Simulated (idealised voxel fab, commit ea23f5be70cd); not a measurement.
process module | voxel lift off
cross-section cut | 235 nm wide | cells 5 nm
A cross-section is a grid of square cells, given in bands from the top down. A band is one or more rows of cells.
Each band's line starts with the height of the band's top and of its bottom, in nm. Then come its materials from left to right, each with its width in nm. One material with "throughout" fills the band from edge to edge. "air" is empty space.
Height 0 is the level under which the wafer as received is all one material. The lowest band goes on downwards, as in "0 down".
A width such as "30 to 40" changes by the same amount from each row of cells to the next, from the band's top row to its bottom row.
"no change" after a step means that no cell of the cross-section changed.
closed voids: empty space of 8 cells or more with no open way to the top, each as width x height at its distance from the left edge, in nm
after a step's settings: what the simulator itself notes on the step
overlay nm, on a step with a mask: how far to the right of its planned place the mask lay; to the left if negative
plan
1 op RECEIVE | material Si
2 op CONFORMAL_DEP | material SiN | thk nm 10
3 op PATTERN | tone open | mask id LINES | material resist | width nm 25 | pitch nm 40 | thk nm 30 | overlay nm -15
4 op DIRECTIONAL_DEP | material Ru | thk nm 15
5 op STRIP | etch materials resist
6 op CONFORMAL_DEP | material SiCN | thk nm 10
varied across the wafers: overlay nm of step 3. The plan shows the first wafer's value. All wafers start alike
first wafer as received, after step 1
  0 down: Si throughout
  closed voids: none
each wafer at the end: cells of each material gained (+) or lost (-) since it was received, then its closed voids
overlay nm -15 | +30 Ru | +115 SiCN | +94 SiN | closed voids: none
overlay nm -10 | +30 Ru | +115 SiCN | +94 SiN | closed voids: none
overlay nm -5 | +30 Ru | +115 SiCN | +94 SiN | closed voids: none
overlay nm 0 | +30 Ru | +115 SiCN | +94 SiN | closed voids: none
overlay nm 5 | +30 Ru | +115 SiCN | +94 SiN | closed voids: none
overlay nm 10 | +30 Ru | +115 SiCN | +94 SiN | closed voids: none
overlay nm 15 | +30 Ru | +115 SiCN | +94 SiN | closed voids: none
